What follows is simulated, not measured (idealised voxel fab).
voxel lift off: a process module
Cross-section cut: width 300 nm, square cells of 5 nm.
Cross-section format: a grid of square cells, given as bands from top to bottom; each band is one or more rows of cells. Quick guide to a band line: top height, bottom height (nm) up front; then every material left to right with its width in nm. Only one material and it's marked "throughout"? Then it fills the band edge to edge. And "air" just means empty space. Zero point of the height axis is 0; under it, received wafer = one material. Lowest band: continues down indefinitely, "0 and below". So if you see something like "30 to 40" for the width, read it as the top row of the band sitting at the first number and the bottom row at the second, with every row in between moving by the same amount as the last. For the purposes of this document, the phrase "nothing different" attached to a step denotes that no cell within the cross-section was modified by that step. The label "Enclosed voids" introduces a list of the empty spaces, 8 cells or larger, that have no open way up to the top; each entry in it reads width x height at distance, where the distance is taken from the left edge and all three are stated in nm. Read whatever lies past the settings on a step's line as the simulator's own remark about the step. "overlay nm" denotes, for a step that has a mask, the displacement of the mask to the right of its planned place, with negative values corresponding to the left.
Steps in the process plan:
1,RECEIVE [material Si]
2,CONFORMAL_DEP [material SiN] [thk nm 10]
3,PATTERN [tone open] [mask id LINES] [material resist] [width nm 20] [pitch nm 60] [thk nm 15] [overlay nm 0]
4,DIRECTIONAL_DEP [material Ru] [thk nm 5]
5,STRIP [etch materials resist]
6,CONFORMAL_DEP [material SiN] [thk nm 5]
It is noted that the wafers described herein are identical at the outset and are distinguished by the width nm of step 3; the value stated in the plan corresponds to the first wafer.
Sectional view: first of several wafers, as received, after step 1:
- 0 and below = Si throughout
- Enclosed voids: none
Take a look at the first of several wafers in cross-section: the module is done, and step 6 was its last step:
- 20 down to 15 = air (45); SiN (30); air (30); SiN (30); air (30); SiN (30); air (30); SiN (30); air (45)
- 15 down to 10 = SiN (50); Ru (20); SiN (40); Ru (20); SiN (40); Ru (20); SiN (40); Ru (20); SiN (50)
- 10 down to 0 = SiN throughout
- 0 and below = Si throughout
- Enclosed voids: none
Cross-sectional depiction of the last of several wafers upon completion of the module:
- 20 down to 15 = air (35); SiN (55); air (5); SiN (55); air (5); SiN (55); air (5); SiN (55); air (30)
- 15 down to 10 = SiN (40); Ru (45); SiN (15); Ru (45); SiN (15); Ru (45); SiN (15); Ru (45); SiN (35)
- 10 down to 0 = SiN throughout
- 0 and below = Si throughout
- Enclosed voids: none
Note: the following table is arranged by wafer, a row apiece. Each row reports the end-of-module state: per material, cells gained (+) or cells lost (-) compared with the wafer as received; closed voids follow:
width nm 20, +16 Ru, +188 SiN, Enclosed voids: none
width nm 25, +20 Ru, +188 SiN, Enclosed voids: none
width nm 30, +24 Ru, +188 SiN, Enclosed voids: none
width nm 35, +28 Ru, +188 SiN, Enclosed voids: none
width nm 40, +32 Ru, +188 SiN, Enclosed voids: none
width nm 45, +36 Ru, +188 SiN, Enclosed voids: none
